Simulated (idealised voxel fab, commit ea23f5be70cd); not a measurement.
process module | voxel trench capacitor
cross-section cut | 210 nm wide | cells 5 nm
A cross-section is a grid of square cells, given in bands from the top down. A band is one or more rows of cells.
Each band's line starts with the height of the band's top and of its bottom, in nm. Then come its materials from left to right, each with its width in nm. One material with "throughout" fills the band from edge to edge. "air" is empty space.
Height 0 is the level under which the wafer as received is all one material. The lowest band goes on downwards, as in "0 down".
A width such as "30 to 40" changes by the same amount from each row of cells to the next, from the band's top row to its bottom row.
"no change" after a step means that no cell of the cross-section changed.
closed voids: empty space of 8 cells or more with no open way to the top, each as width x height at its distance from the left edge, in nm
after a step's settings: what the simulator itself notes on the step
overlay nm, on a step with a mask: how far to the right of its planned place the mask lay; to the left if negative
plan
1 op RECEIVE | material Si
2 op CONFORMAL_DEP | material SiN | thk nm 10
3 op DIRECTIONAL_DEP | material aC | thk nm 10
4 op PATTERN | tone open | mask id TRENCH | material resist | width nm 15 | pitch nm 30 | thk nm 30 | overlay nm 0
5 op DIRECTIONAL_ETCH | etch materials aC | depth nm 10
6 op STRIP | etch materials resist
7 op DIRECTIONAL_ETCH | etch materials SiN | depth nm 10
8 op DIRECTIONAL_ETCH | etch materials Si | depth nm 30
9 op STRIP | etch materials aC
10 op CONFORMAL_DEP | material SiO2 | thk nm 5
11 op FILL_DEP | material polySi | thk nm 10
12 op CMP | height nm 10
as received, after step 1
  0 down: Si throughout
  closed voids: none
a wafer at the end: this start, this plan, one mistake
  10 to 0: polySi 60 | SiO2 5 | SiN 15 | SiO2 5 | polySi 5 | SiO2 5 | SiN 15 | SiO2 5 | polySi 5 | SiO2 5 | SiN 15 | SiO2 5 | polySi 65
  0 to -25: polySi 60 | SiO2 5 | Si 15 | SiO2 5 | polySi 5 | SiO2 5 | Si 15 | SiO2 5 | polySi 5 | SiO2 5 | Si 15 | SiO2 5 | polySi 65
  -25 to -30: SiO2 65 | Si 15 | SiO2 15 | Si 15 | SiO2 15 | Si 15 | SiO2 70
  -30 down: Si throughout
  closed voids: none
what went wrong: step 4 ran as: op PATTERN | tone cover | mask id TRENCH | material resist | width nm 15 | pitch nm 30 | thk nm 30 | overlay nm 0
